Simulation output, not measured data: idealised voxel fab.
Presented below is a process module, voxel capacitor over wiring.
We display cut, a cross-section 225 nm in width whose square cells are each 5 nm.
Throughout this document, each cross-section is represented as a grid of square cells and is presented as a sequence of bands enumerated from the top downward, where a band comprises one or more rows of cells. The band entry comprises the height of the band's top followed by the height of its bottom, expressed in nm, and subsequently the band's materials from left to right, each stated together with its width in nm. Where a single material is marked with the word "everywhere", that material fills the band from edge to edge. The word "blank" represents empty space. It should be noted that heights are counted from 0, beneath which the wafer as supplied is of one material throughout, and that the lowest band possesses no lower boundary but continues downward, as written in "0 and below". The two numbers in a width such as "30..40" mark its ends across the band: the first belongs to the top row of cells, the second to the bottom row, and from each row to the next the width moves by the same amount. Reading "remained unchanged" for a step: not a cell of the cross-section changed in it. Reported under the label "Voids, enclosed" are the empty spaces having no open way to the top and comprising 8 cells or more; the notation for each is width x height at distance, in which the distance is measured from the left edge and all three values are in nm. That trailing text on a step's line, after the settings, is the simulator's own remark on the step. For masked steps, "overlay nm" on the step line gives how far right of plan the mask actually lay; a minus sign means it lay to the left.

-- The following list gives the planned process steps
| 1 | op RECEIVE | material Si |
| 2 | op CONFORMAL_DEP | material SiO2 | thk nm 10 |
| 3 | op CONFORMAL_DEP | material SiN | thk nm 5 |
| 4 | op DIRECTIONAL_DEP | material SiO2 | thk nm 20 |
| 5 | op DIRECTIONAL_DEP | material aC | thk nm 15 |
| 6 | op PATTERN | tone open | mask id METAL_1 | material resist | width nm 25 | pitch nm 85 | thk nm 35 | overlay nm 0 |
| 7 | op DIRECTIONAL_ETCH | etch materials aC | depth nm 15 |
| 8 | op STRIP | etch materials resist |
| 9 | op DIRECTIONAL_ETCH | etch materials SiO2 | depth nm 20 |
| 10 | op DIRECTIONAL_ETCH | etch materials SiN | depth nm 5 |
| 11 | op STRIP | etch materials aC |
| 12 | op CONFORMAL_DEP | material TiN | thk nm 5 |
| 13 | op FILL_DEP | material Cu | thk nm 10 |
| 14 | op CMP | height nm 35 |
| 15 | op CONFORMAL_DEP | material SiCN | thk nm 5 |
| 16 | op DIRECTIONAL_DEP | material lowk | thk nm 20 |
| 17 | op MASKED_ETCH | tone open | mask id PLUG_1 | width nm 15 | etch materials lowk | depth nm 20 | overlay nm 0 |
| 18 | op MASKED_ETCH | tone open | mask id PLUG_1 | width nm 15 | etch materials SiCN | depth nm 5 | overlay nm 0 |
| 19 | op CONFORMAL_DEP | material TiN | thk nm 5 |
| 20 | op FILL_DEP | material W | thk nm 5 |
| 21 | op CMP | height nm 60 |
| 22 | op DIRECTIONAL_DEP | material TiN | thk nm 10 |
| 23 | op DIRECTIONAL_DEP | material SiN | thk nm 5 |
| 24 | op DIRECTIONAL_DEP | material TiN | thk nm 10 |
| 25 | op PATTERN | tone cover | mask id UPPER_PLATE | material resist | width nm 65 | thk nm 20 | overlay nm 0 |
| 26 | op DIRECTIONAL_ETCH | etch materials TiN | depth nm 10 |
| 27 | op DIRECTIONAL_ETCH | etch materials SiN | depth nm 5 |
| 28 | op STRIP | etch materials resist |
| 29 | op MASKED_ETCH | tone cover | mask id LOWER_PLATE | width nm 75 | etch materials TiN | depth nm 10 | overlay nm 0 |
| 30 | op FILL_DEP | material SiO2 | thk nm 15 |
| 31 | op CMP | height nm 95 |
| 32 | op DIRECTIONAL_DEP | material aC | thk nm 10 |
| 33 | op PATTERN | tone open | mask id PLUG_2 | material resist | width nm 15 | thk nm 25 | overlay nm 0 |
| 34 | op DIRECTIONAL_ETCH | etch materials aC | depth nm 10 |
| 35 | op STRIP | etch materials resist |
| 36 | op DIRECTIONAL_ETCH | etch materials SiO2 | depth nm 10 |
| 37 | op STRIP | etch materials aC |
| 38 | op CONFORMAL_DEP | material TiN | thk nm 5 |
| 39 | op FILL_DEP | material Cu | thk nm 10 |
| 40 | op CMP | height nm 95 |
| 41 | op CONFORMAL_DEP | material SiCN | thk nm 5 |

-- Incoming wafer in cross-section (state: after step 1)
0 and below | Si everywhere
Voids, enclosed: none

-- End-of-module cross-section. Starting structure and process plan as above; one mistake made in running it
100 down to 95 | SiCN everywhere
95 down to 90 | 75 nm SiO2 / 5 nm TiN / 5 nm Cu / 5 nm TiN / 135 nm SiO2
90 down to 85 | 75 nm SiO2 / 15 nm TiN / 135 nm SiO2
85 down to 75 | 65 nm SiO2 / 65 nm TiN / 95 nm SiO2
75 down to 70 | 65 nm SiO2 / 65 nm SiN / 95 nm SiO2
70 down to 60 | W everywhere
60 down to 40 | 65 nm lowk / 5 nm TiN / 5 nm W / 5 nm TiN / 145 nm lowk
40 down to 35 | 65 nm SiCN / 15 nm TiN / 145 nm SiCN
35 down to 15 | 55 nm SiO2 / 5 nm TiN / 15 nm Cu / 5 nm TiN / 60 nm SiO2 / 5 nm TiN / 15 nm Cu / 5 nm TiN / 60 nm SiO2
15 down to 10 | 55 nm SiN / 25 nm TiN / 60 nm SiN / 25 nm TiN / 60 nm SiN
10 down to 0 | SiO2 everywhere
0 and below | Si everywhere
Voids, enclosed: none
Heads up, the wafer didn't run the way we planned it: step 22: run off-plan, actual operation and settings op DIRECTIONAL_DEP | material W | thk nm 10
